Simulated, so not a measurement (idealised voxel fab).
process module | voxel transistor to metal
cross-section cut | 160 nm wide | cells 5 nm
A cross-section is a grid of square cells, given in bands from the top down. A band is one or more rows of cells.
Each band's line starts with the height of the band's top and of its bottom, in nm. Then come its materials from left to right, each with its width in nm. One material with "throughout" fills the band from edge to edge. "air" is empty space.
Height 0 is the level under which the wafer as received is all one material. The lowest band goes on downwards, as in "0 down".
A width such as "30 to 40" changes by the same amount from each row of cells to the next, from the band's top row to its bottom row.
"no change" after a step means that no cell of the cross-section changed.
closed voids: empty space of 8 cells or more with no open way to the top, each as width x height at its distance from the left edge, in nm
after a step's settings: what the simulator itself notes on the step
overlay nm, on a step with a mask: how far to the right of its planned place the mask lay; to the left if negative
plan
1 op RECEIVE | material Si
2 op OXIDIZE | depth nm 5
3 op CONFORMAL_DEP | material SiN | thk nm 15
4 op DIRECTIONAL_DEP | material aC | thk nm 10
5 op PATTERN | tone cover | mask id ACTIVE | material resist | width nm 125 | thk nm 25 | overlay nm 0
6 op DIRECTIONAL_ETCH | etch materials aC | depth nm 10
7 op STRIP | etch materials resist
8 op DIRECTIONAL_ETCH | etch materials SiN | depth nm 15
9 op DIRECTIONAL_ETCH | etch materials SiO2 | depth nm 5
10 op DIRECTIONAL_ETCH | etch materials Si | depth nm 20
11 op STRIP | etch materials aC
12 op FILL_DEP | material SiO2 | thk nm 5
13 op CMP | height nm 15
14 op SELECTIVE_ETCH | etch materials SiO2 | depth nm 15
15 op STRIP | etch materials SiN
16 op SELECTIVE_ETCH | etch materials SiO2 | depth nm 5
17 op OXIDIZE | depth nm 5
18 op DIRECTIONAL_DEP | material polySi | thk nm 25
19 op DIRECTIONAL_DEP | material SiCN | thk nm 15
20 op MASKED_ETCH | tone cover | mask id GATE | width nm 35 | etch materials SiCN | depth nm 25 | overlay nm 0
21 op MASKED_ETCH | tone cover | mask id GATE | width nm 35 | etch materials polySi | depth nm 35 | overlay nm 0
22 op CONFORMAL_DEP | material SiN | thk nm 5
23 op DIRECTIONAL_ETCH | etch materials SiN | depth nm 5
24 op DIRECTIONAL_ETCH | etch materials SiO2 | depth nm 5
25 op DIRECTIONAL_ETCH | etch materials Si | depth nm 15
26 op EPI | material pSi | thk nm 20
27 op FILL_DEP | material SiO2 | thk nm 10
28 op CMP | height nm 20
29 op STRIP | etch materials polySi
30 op SELECTIVE_ETCH | etch materials SiO2 | depth nm 5
31 op CONFORMAL_DEP | material HfO2 | thk nm 5
32 op CONFORMAL_DEP | material TiN | thk nm 5
33 op FILL_DEP | material W | thk nm 5
34 op CMP | height nm 15
35 op DIRECTIONAL_DEP | material SiO2 | thk nm 10
36 op DIRECTIONAL_DEP | material aC | thk nm 10
37 op PATTERN | tone open | mask id CONTACT | material resist | width nm 20 | pitch nm 95 | thk nm 25 | overlay nm 0
38 op DIRECTIONAL_ETCH | etch materials aC | depth nm 10
39 op STRIP | etch materials resist
40 op DIRECTIONAL_ETCH | etch materials SiO2 | depth nm 30
41 op STRIP | etch materials aC
42 op CONFORMAL_DEP | material TiN | thk nm 5
43 op FILL_DEP | material Ru | thk nm 5
44 op CMP | height nm 25
45 op DIRECTIONAL_DEP | material TiN | thk nm 5
46 op DIRECTIONAL_DEP | material W | thk nm 20
47 op MASKED_ETCH | tone cover | mask id METAL_1 | width nm 20 | pitch nm 95 | etch materials W | depth nm 20 | overlay nm 0
48 op MASKED_ETCH | tone cover | mask id METAL_1 | width nm 20 | pitch nm 95 | etch materials TiN | depth nm 5 | overlay nm 0
49 op CONFORMAL_DEP | material SiCN | thk nm 5
50 op FILL_DEP | material lowk | thk nm 10
51 op CMP | height nm 50
52 op CONFORMAL_DEP | material SiN | thk nm 5
first wafer, as planned
as received, after step 1
  0 down: Si throughout
  closed voids: none
after step 2
  0 to -5: SiO2 throughout
  below -5: unchanged
after step 3
  15 to 0: SiN throughout
  below 0: unchanged
after step 4
  25 to 15: aC throughout
  below 15: unchanged
after step 5
  50 to 25: air 15 | resist 125 | air 20
  below 25: unchanged
after step 6
  40 to 25: air 15 | resist 125 | air 20
  25 to 15: air 15 | aC 125 | air 20
  below 15: unchanged
after step 7
  25 to 15: air 15 | aC 125 | air 20
  below 15: unchanged
after step 8
  25 to 15: air 15 | aC 125 | air 20
  15 to 0: air 15 | SiN 125 | air 20
  below 0: unchanged
after step 9
  25 to 15: air 15 | aC 125 | air 20
  15 to 0: air 15 | SiN 125 | air 20
  0 to -5: air 15 | SiO2 125 | air 20
  below -5: unchanged
after step 10
  25 to 15: air 15 | aC 125 | air 20
  15 to 0: air 15 | SiN 125 | air 20
  0 to -5: air 15 | SiO2 125 | air 20
  -5 to -25: air 15 | Si 125 | air 20
  below -25: unchanged
after step 11
  15 to 0: air 15 | SiN 125 | air 20
  below 0: unchanged
after step 12
  20 to 15: SiO2 throughout
  15 to 0: SiO2 15 | SiN 125 | SiO2 20
  0 to -5: SiO2 throughout
  -5 to -25: SiO2 15 | Si 125 | SiO2 20
  below -25: unchanged
after step 13
  15 to 0: SiO2 15 | SiN 125 | SiO2 20
  below 0: unchanged
after step 14
  15 to 0: air 15 | SiN 125 | air 20
  below 0: unchanged
after step 15
  0 to -5: SiO2 throughout
  below -5: unchanged
after step 16
  -5 to -25: SiO2 15 | Si 125 | SiO2 20
  below -25: unchanged
after step 17
  -5 to -10: SiO2 throughout
  below -10: unchanged
after step 18
  20 to -5: polySi throughout
  below -5: unchanged
after step 19
  35 to 20: SiCN throughout
  below 20: unchanged
after step 20
  35 to 20: air 60 | SiCN 35 | air 65
  below 20: unchanged
after step 21
  35 to 20: air 60 | SiCN 35 | air 65
  20 to -5: air 60 | polySi 35 | air 65
  below -5: unchanged
after step 22
  40 to 35: air 55 | SiN 45 | air 60
  35 to 20: air 55 | SiN 5 | SiCN 35 | SiN 5 | air 60
  20 to 0: air 55 | SiN 5 | polySi 35 | SiN 5 | air 60
  0 to -5: SiN 60 | polySi 35 | SiN 65
  below -5: unchanged
after step 23
  35 to 20: air 55 | SiN 5 | SiCN 35 | SiN 5 | air 60
  20 to -5: air 55 | SiN 5 | polySi 35 | SiN 5 | air 60
  below -5: unchanged
after step 24
  35 to 20: air 55 | SiN 5 | SiCN 35 | SiN 5 | air 60
  20 to -5: air 55 | SiN 5 | polySi 35 | SiN 5 | air 60
  -5 to -10: air 55 | SiO2 45 | air 60
  below -10: unchanged
after step 25
  35 to 20: air 55 | SiN 5 | SiCN 35 | SiN 5 | air 60
  20 to -5: air 55 | SiN 5 | polySi 35 | SiN 5 | air 60
  -5 to -10: air 55 | SiO2 45 | air 60
  -10 to -25: SiO2 15 | air 40 | Si 45 | air 40 | SiO2 20
  below -25: unchanged
after step 26
  35 to 20: air 55 | SiN 5 | SiCN 35 | SiN 5 | air 60
  20 to 10: air 55 | SiN 5 | polySi 35 | SiN 5 | air 60
  10 to -5: air 35 | pSi 20 | SiN 5 | polySi 35 | SiN 5 | pSi 20 | air 40
  -5 to -10: air 10 | pSi 45 | SiO2 45 | pSi 45 | air 15
  -10 to -25: SiO2 15 | pSi 40 | Si 45 | pSi 40 | SiO2 20
  below -25: unchanged
after step 27
  45 to 35: SiO2 throughout
  35 to 20: SiO2 55 | SiN 5 | SiCN 35 | SiN 5 | SiO2 60
  20 to 10: SiO2 55 | SiN 5 | polySi 35 | SiN 5 | SiO2 60
  10 to -5: SiO2 35 | pSi 20 | SiN 5 | polySi 35 | SiN 5 | pSi 20 | SiO2 40
  -5 to -10: SiO2 10 | pSi 45 | SiO2 45 | pSi 45 | SiO2 15
  below -10: unchanged
after step 28
  20 to 10: SiO2 55 | SiN 5 | polySi 35 | SiN 5 | SiO2 60
  below 10: unchanged
after step 29
  20 to 10: SiO2 55 | SiN 5 | air 35 | SiN 5 | SiO2 60
  10 to -5: SiO2 35 | pSi 20 | SiN 5 | air 35 | SiN 5 | pSi 20 | SiO2 40
  below -5: unchanged
after step 30
  20 to 15: air 55 | SiN 5 | air 35 | SiN 5 | air 60
  15 to 10: SiO2 55 | SiN 5 | air 35 | SiN 5 | SiO2 60
  10 to -5: SiO2 35 | pSi 20 | SiN 5 | air 35 | SiN 5 | pSi 20 | SiO2 40
  -5 to -10: SiO2 10 | pSi 45 | air 45 | pSi 45 | SiO2 15
  below -10: unchanged
after step 31
  25 to 20: air 50 | HfO2 15 | air 25 | HfO2 15 | air 55
  20 to 15: HfO2 55 | SiN 5 | HfO2 5 | air 25 | HfO2 5 | SiN 5 | HfO2 60
  15 to 10: SiO2 55 | SiN 5 | HfO2 5 | air 25 | HfO2 5 | SiN 5 | SiO2 60
  10 to -5: SiO2 35 | pSi 20 | SiN 5 | HfO2 5 | air 25 | HfO2 5 | SiN 5 | pSi 20 | SiO2 40
  -5 to -10: SiO2 10 | pSi 45 | HfO2 45 | pSi 45 | SiO2 15
  below -10: unchanged
after step 32
  30 to 25: air 45 | TiN 25 | air 15 | TiN 25 | air 50
  25 to 20: TiN 50 | HfO2 15 | TiN 5 | air 15 | TiN 5 | HfO2 15 | TiN 55
  20 to 15: HfO2 55 | SiN 5 | HfO2 5 | TiN 5 | air 15 | TiN 5 | HfO2 5 | SiN 5 | HfO2 60
  15 to 10: SiO2 55 | SiN 5 | HfO2 5 | TiN 5 | air 15 | TiN 5 | HfO2 5 | SiN 5 | SiO2 60
  10 to 0: SiO2 35 | pSi 20 | SiN 5 | HfO2 5 | TiN 5 | air 15 | TiN 5 | HfO2 5 | SiN 5 | pSi 20 | SiO2 40
  0 to -5: SiO2 35 | pSi 20 | SiN 5 | HfO2 5 | TiN 25 | HfO2 5 | SiN 5 | pSi 20 | SiO2 40
  below -5: unchanged
after step 33
  35 to 30: W throughout
  30 to 25: W 45 | TiN 25 | W 15 | TiN 25 | W 50
  25 to 20: TiN 50 | HfO2 15 | TiN 5 | W 15 | TiN 5 | HfO2 15 | TiN 55
  20 to 15: HfO2 55 | SiN 5 | HfO2 5 | TiN 5 | W 15 | TiN 5 | HfO2 5 | SiN 5 | HfO2 60
  15 to 10: SiO2 55 | SiN 5 | HfO2 5 | TiN 5 | W 15 | TiN 5 | HfO2 5 | SiN 5 | SiO2 60
  10 to 0: SiO2 35 | pSi 20 | SiN 5 | HfO2 5 | TiN 5 | W 15 | TiN 5 | HfO2 5 | SiN 5 | pSi 20 | SiO2 40
  below 0: unchanged
after step 34
  15 to 10: SiO2 55 | SiN 5 | HfO2 5 | TiN 5 | W 15 | TiN 5 | HfO2 5 | SiN 5 | SiO2 60
  below 10: unchanged
after step 35
  25 to 15: SiO2 throughout
  below 15: unchanged
after step 36
  35 to 25: aC throughout
  below 25: unchanged
after step 37
  60 to 35: resist 20 | air 20 | resist 75 | air 20 | resist 25
  below 35: unchanged
after step 38
  50 to 35: resist 20 | air 20 | resist 75 | air 20 | resist 25
  35 to 25: aC 20 | air 20 | aC 75 | air 20 | aC 25
  below 25: unchanged
after step 39
  35 to 25: aC 20 | air 20 | aC 75 | air 20 | aC 25
  below 25: unchanged
after step 40
  35 to 25: aC 20 | air 20 | aC 75 | air 20 | aC 25
  25 to 15: SiO2 20 | air 20 | SiO2 75 | air 20 | SiO2 25
  15 to 10: SiO2 20 | air 20 | SiO2 15 | SiN 5 | HfO2 5 | TiN 5 | W 15 | TiN 5 | HfO2 5 | SiN 5 | SiO2 15 | air 20 | SiO2 25
  10 to 0: SiO2 20 | air 15 | pSi 20 | SiN 5 | HfO2 5 | TiN 5 | W 15 | TiN 5 | HfO2 5 | SiN 5 | pSi 20 | air 15 | SiO2 25
  0 to -5: SiO2 20 | air 15 | pSi 20 | SiN 5 | HfO2 5 | TiN 25 | HfO2 5 | SiN 5 | pSi 20 | air 15 | SiO2 25
  below -5: unchanged
after step 41
  25 to 15: SiO2 20 | air 20 | SiO2 75 | air 20 | SiO2 25
  below 15: unchanged
after step 42
  30 to 25: TiN 25 | air 10 | TiN 85 | air 10 | TiN 30
  25 to 15: SiO2 20 | TiN 5 | air 10 | TiN 5 | SiO2 75 | TiN 5 | air 10 | TiN 5 | SiO2 25
  15 to 10: SiO2 20 | TiN 5 | air 5 | TiN 10 | SiO2 15 | SiN 5 | HfO2 5 | TiN 5 | W 15 | TiN 5 | HfO2 5 | SiN 5 | SiO2 15 | TiN 10 | air 5 | TiN 5 | SiO2 25
  10 to 0: SiO2 20 | TiN 5 | air 5 | TiN 5 | pSi 20 | SiN 5 | HfO2 5 | TiN 5 | W 15 | TiN 5 | HfO2 5 | SiN 5 | pSi 20 | TiN 5 | air 5 | TiN 5 | SiO2 25
  0 to -5: SiO2 20 | TiN 15 | pSi 20 | SiN 5 | HfO2 5 | TiN 25 | HfO2 5 | SiN 5 | pSi 20 | TiN 15 | SiO2 25
  below -5: unchanged
after step 43
  35 to 30: Ru throughout
  30 to 25: TiN 25 | Ru 10 | TiN 85 | Ru 10 | TiN 30
  25 to 15: SiO2 20 | TiN 5 | Ru 10 | TiN 5 | SiO2 75 | TiN 5 | Ru 10 | TiN 5 | SiO2 25
  15 to 10: SiO2 20 | TiN 5 | Ru 5 | TiN 10 | SiO2 15 | SiN 5 | HfO2 5 | TiN 5 | W 15 | TiN 5 | HfO2 5 | SiN 5 | SiO2 15 | TiN 10 | Ru 5 | TiN 5 | SiO2 25
  10 to 0: SiO2 20 | TiN 5 | Ru 5 | TiN 5 | pSi 20 | SiN 5 | HfO2 5 | TiN 5 | W 15 | TiN 5 | HfO2 5 | SiN 5 | pSi 20 | TiN 5 | Ru 5 | TiN 5 | SiO2 25
  below 0: unchanged
after step 44
  25 to 15: SiO2 20 | TiN 5 | Ru 10 | TiN 5 | SiO2 75 | TiN 5 | Ru 10 | TiN 5 | SiO2 25
  below 15: unchanged
after step 45
  30 to 25: TiN throughout
  below 25: unchanged
after step 46
  50 to 30: W throughout
  below 30: unchanged
after step 47
  50 to 30: air 20 | W 20 | air 75 | W 20 | air 25
  below 30: unchanged
after step 48
  50 to 30: air 20 | W 20 | air 75 | W 20 | air 25
  30 to 25: air 20 | TiN 20 | air 75 | TiN 20 | air 25
  below 25: unchanged
after step 49
  55 to 50: air 15 | SiCN 30 | air 65 | SiCN 30 | air 20
  50 to 30: air 15 | SiCN 5 | W 20 | SiCN 5 | air 65 | SiCN 5 | W 20 | SiCN 5 | air 20
  30 to 25: SiCN 20 | TiN 20 | SiCN 75 | TiN 20 | SiCN 25
  below 25: unchanged
after step 50
  65 to 55: lowk throughout
  55 to 50: lowk 15 | SiCN 30 | lowk 65 | SiCN 30 | lowk 20
  50 to 30: lowk 15 | SiCN 5 | W 20 | SiCN 5 | lowk 65 | SiCN 5 | W 20 | SiCN 5 | lowk 20
  below 30: unchanged
after step 51
  50 to 30: lowk 15 | SiCN 5 | W 20 | SiCN 5 | lowk 65 | SiCN 5 | W 20 | SiCN 5 | lowk 20
  below 30: unchanged
after step 52
  55 to 50: SiN throughout
  below 50: unchanged
second wafer: like start, like plan, one mistake. Through step 4 it matches the first wafer
when step 5 should have ended
  50 to 25: resist 15 | air 125 | resist 20
  below 25: unchanged
when step 6 should have ended
  40 to 25: resist 15 | air 125 | resist 20
  25 to 15: aC 15 | air 125 | aC 20
  below 15: unchanged
when step 7 should have ended
  25 to 15: aC 15 | air 125 | aC 20
  below 15: unchanged
when step 8 should have ended
  25 to 15: aC 15 | air 125 | aC 20
  15 to 0: SiN 15 | air 125 | SiN 20
  below 0: unchanged
when step 9 should have ended
  25 to 15: aC 15 | air 125 | aC 20
  15 to 0: SiN 15 | air 125 | SiN 20
  0 to -5: SiO2 15 | air 125 | SiO2 20
  below -5: unchanged
when step 10 should have ended
  25 to 15: aC 15 | air 125 | aC 20
  15 to 0: SiN 15 | air 125 | SiN 20
  0 to -5: SiO2 15 | air 125 | SiO2 20
  -5 to -25: Si 15 | air 125 | Si 20
  below -25: unchanged
when step 11 should have ended
  15 to 0: SiN 15 | air 125 | SiN 20
  below 0: unchanged
when step 12 should have ended
  20 to 15: SiO2 throughout
  15 to 0: SiN 15 | SiO2 125 | SiN 20
  0 to -5: SiO2 throughout
  -5 to -25: Si 15 | SiO2 125 | Si 20
  below -25: unchanged
when step 13 should have ended
  15 to 0: SiN 15 | SiO2 125 | SiN 20
  below 0: unchanged
when step 14 should have ended
  15 to 0: SiN 15 | air 125 | SiN 20
  below 0: unchanged
when step 15 should have ended
  0 to -5: SiO2 throughout
  below -5: unchanged
when step 16 should have ended
  -5 to -25: Si 15 | SiO2 125 | Si 20
  below -25: unchanged
when step 17 should have ended
  -5 to -10: SiO2 throughout
  below -10: unchanged
when step 18 should have ended
  20 to -5: polySi throughout
  below -5: unchanged
when step 19 should have ended
  35 to 20: SiCN throughout
  below 20: unchanged
when step 20 should have ended
  35 to 20: air 60 | SiCN 35 | air 65
  below 20: unchanged
when step 21 should have ended
  35 to 20: air 60 | SiCN 35 | air 65
  20 to -5: air 60 | polySi 35 | air 65
  below -5: unchanged
when step 22 should have ended
  40 to 35: air 55 | SiN 45 | air 60
  35 to 20: air 55 | SiN 5 | SiCN 35 | SiN 5 | air 60
  20 to 0: air 55 | SiN 5 | polySi 35 | SiN 5 | air 60
  0 to -5: SiN 60 | polySi 35 | SiN 65
  below -5: unchanged
when step 23 should have ended
  35 to 20: air 55 | SiN 5 | SiCN 35 | SiN 5 | air 60
  20 to -5: air 55 | SiN 5 | polySi 35 | SiN 5 | air 60
  below -5: unchanged
when step 24 should have ended
  35 to 20: air 55 | SiN 5 | SiCN 35 | SiN 5 | air 60
  20 to -5: air 55 | SiN 5 | polySi 35 | SiN 5 | air 60
  -5 to -10: air 55 | SiO2 45 | air 60
  below -10: unchanged
when step 25 should have ended
  35 to 20: air 55 | SiN 5 | SiCN 35 | SiN 5 | air 60
  20 to -5: air 55 | SiN 5 | polySi 35 | SiN 5 | air 60
  -5 to -10: air 55 | SiO2 45 | air 60
  -10 to -25: air 15 | SiO2 125 | air 20
  below -25: unchanged
when step 26 should have ended
  35 to 20: air 55 | SiN 5 | SiCN 35 | SiN 5 | air 60
  20 to -5: air 55 | SiN 5 | polySi 35 | SiN 5 | air 60
  -5 to -10: pSi 20 | air 35 | SiO2 45 | air 35 | pSi 25
  -10 to -25: pSi 15 | SiO2 125 | pSi 20
  below -25: unchanged
when step 27 should have ended
  45 to 35: SiO2 throughout
  35 to 20: SiO2 55 | SiN 5 | SiCN 35 | SiN 5 | SiO2 60
  20 to -5: SiO2 55 | SiN 5 | polySi 35 | SiN 5 | SiO2 60
  -5 to -10: pSi 20 | SiO2 115 | pSi 25
  below -10: unchanged
when step 28 should have ended
  20 to -5: SiO2 55 | SiN 5 | polySi 35 | SiN 5 | SiO2 60
  below -5: unchanged
when step 29 should have ended
  20 to -5: SiO2 55 | SiN 5 | air 35 | SiN 5 | SiO2 60
  below -5: unchanged
when step 30 should have ended
  20 to 15: air 55 | SiN 5 | air 35 | SiN 5 | air 60
  15 to -5: SiO2 55 | SiN 5 | air 35 | SiN 5 | SiO2 60
  -5 to -10: pSi 20 | SiO2 35 | air 45 | SiO2 35 | pSi 25
  below -10: unchanged
when step 31 should have ended
  25 to 20: air 50 | HfO2 15 | air 25 | HfO2 15 | air 55
  20 to 15: HfO2 55 | SiN 5 | HfO2 5 | air 25 | HfO2 5 | SiN 5 | HfO2 60
  15 to -5: SiO2 55 | SiN 5 | HfO2 5 | air 25 | HfO2 5 | SiN 5 | SiO2 60
  -5 to -10: pSi 20 | SiO2 35 | HfO2 45 | SiO2 35 | pSi 25
  below -10: unchanged
when step 32 should have ended
  30 to 25: air 45 | TiN 25 | air 15 | TiN 25 | air 50
  25 to 20: TiN 50 | HfO2 15 | TiN 5 | air 15 | TiN 5 | HfO2 15 | TiN 55
  20 to 15: HfO2 55 | SiN 5 | HfO2 5 | TiN 5 | air 15 | TiN 5 | HfO2 5 | SiN 5 | HfO2 60
  15 to 0: SiO2 55 | SiN 5 | HfO2 5 | TiN 5 | air 15 | TiN 5 | HfO2 5 | SiN 5 | SiO2 60
  0 to -5: SiO2 55 | SiN 5 | HfO2 5 | TiN 25 | HfO2 5 | SiN 5 | SiO2 60
  below -5: unchanged
when step 33 should have ended
  35 to 30: W throughout
  30 to 25: W 45 | TiN 25 | W 15 | TiN 25 | W 50
  25 to 20: TiN 50 | HfO2 15 | TiN 5 | W 15 | TiN 5 | HfO2 15 | TiN 55
  20 to 15: HfO2 55 | SiN 5 | HfO2 5 | TiN 5 | W 15 | TiN 5 | HfO2 5 | SiN 5 | HfO2 60
  15 to 0: SiO2 55 | SiN 5 | HfO2 5 | TiN 5 | W 15 | TiN 5 | HfO2 5 | SiN 5 | SiO2 60
  below 0: unchanged
when step 34 should have ended
  15 to 0: SiO2 55 | SiN 5 | HfO2 5 | TiN 5 | W 15 | TiN 5 | HfO2 5 | SiN 5 | SiO2 60
  below 0: unchanged
when step 35 should have ended
  25 to 15: SiO2 throughout
  below 15: unchanged
when step 36 should have ended
  35 to 25: aC throughout
  below 25: unchanged
when step 37 should have ended
  60 to 35: resist 20 | air 20 | resist 75 | air 20 | resist 25
  below 35: unchanged
when step 38 should have ended
  50 to 35: resist 20 | air 20 | resist 75 | air 20 | resist 25
  35 to 25: aC 20 | air 20 | aC 75 | air 20 | aC 25
  below 25: unchanged
when step 39 should have ended
  35 to 25: aC 20 | air 20 | aC 75 | air 20 | aC 25
  below 25: unchanged
when step 40 should have ended
  35 to 25: aC 20 | air 20 | aC 75 | air 20 | aC 25
  25 to 15: SiO2 20 | air 20 | SiO2 75 | air 20 | SiO2 25
  15 to 0: SiO2 20 | air 20 | SiO2 15 | SiN 5 | HfO2 5 | TiN 5 | W 15 | TiN 5 | HfO2 5 | SiN 5 | SiO2 15 | air 20 | SiO2 25
  0 to -5: SiO2 20 | air 20 | SiO2 15 | SiN 5 | HfO2 5 | TiN 25 | HfO2 5 | SiN 5 | SiO2 15 | air 20 | SiO2 25
  below -5: unchanged
when step 41 should have ended
  25 to 15: SiO2 20 | air 20 | SiO2 75 | air 20 | SiO2 25
  below 15: unchanged
when step 42 should have ended
  30 to 25: TiN 25 | air 10 | TiN 85 | air 10 | TiN 30
  25 to 15: SiO2 20 | TiN 5 | air 10 | TiN 5 | SiO2 75 | TiN 5 | air 10 | TiN 5 | SiO2 25
  15 to 0: SiO2 20 | TiN 5 | air 10 | TiN 5 | SiO2 15 | SiN 5 | HfO2 5 | TiN 5 | W 15 | TiN 5 | HfO2 5 | SiN 5 | SiO2 15 | TiN 5 | air 10 | TiN 5 | SiO2 25
  0 to -5: SiO2 20 | TiN 20 | SiO2 15 | SiN 5 | HfO2 5 | TiN 25 | HfO2 5 | SiN 5 | SiO2 15 | TiN 20 | SiO2 25
  below -5: unchanged
when step 43 should have ended
  35 to 30: Ru throughout
  30 to 25: TiN 25 | Ru 10 | TiN 85 | Ru 10 | TiN 30
  25 to 15: SiO2 20 | TiN 5 | Ru 10 | TiN 5 | SiO2 75 | TiN 5 | Ru 10 | TiN 5 | SiO2 25
  15 to 0: SiO2 20 | TiN 5 | Ru 10 | TiN 5 | SiO2 15 | SiN 5 | HfO2 5 | TiN 5 | W 15 | TiN 5 | HfO2 5 | SiN 5 | SiO2 15 | TiN 5 | Ru 10 | TiN 5 | SiO2 25
  below 0: unchanged
when step 44 should have ended
  25 to 15: SiO2 20 | TiN 5 | Ru 10 | TiN 5 | SiO2 75 | TiN 5 | Ru 10 | TiN 5 | SiO2 25
  below 15: unchanged
when step 45 should have ended
  30 to 25: TiN throughout
  below 25: unchanged
when step 46 should have ended
  50 to 30: W throughout
  below 30: unchanged
when step 47 should have ended
  50 to 30: air 20 | W 20 | air 75 | W 20 | air 25
  below 30: unchanged
when step 48 should have ended
  50 to 30: air 20 | W 20 | air 75 | W 20 | air 25
  30 to 25: air 20 | TiN 20 | air 75 | TiN 20 | air 25
  below 25: unchanged
when step 49 should have ended
  55 to 50: air 15 | SiCN 30 | air 65 | SiCN 30 | air 20
  50 to 30: air 15 | SiCN 5 | W 20 | SiCN 5 | air 65 | SiCN 5 | W 20 | SiCN 5 | air 20
  30 to 25: SiCN 20 | TiN 20 | SiCN 75 | TiN 20 | SiCN 25
  below 25: unchanged
when step 50 should have ended
  65 to 55: lowk throughout
  55 to 50: lowk 15 | SiCN 30 | lowk 65 | SiCN 30 | lowk 20
  50 to 30: lowk 15 | SiCN 5 | W 20 | SiCN 5 | lowk 65 | SiCN 5 | W 20 | SiCN 5 | lowk 20
  below 30: unchanged
when step 51 should have ended
  50 to 30: lowk 15 | SiCN 5 | W 20 | SiCN 5 | lowk 65 | SiCN 5 | W 20 | SiCN 5 | lowk 20
  below 30: unchanged
when step 52 should have ended
  55 to 50: SiN throughout
  below 50: unchanged
what went wrong: step 5 ran as: op PATTERN | tone open | mask id ACTIVE | material resist | width nm 125 | thk nm 25 | overlay nm 0
at the end the second wafer has, in cells: 6 more of Ru | 27 fewer of Si | 81 more of SiO2 | 60 fewer of pSi
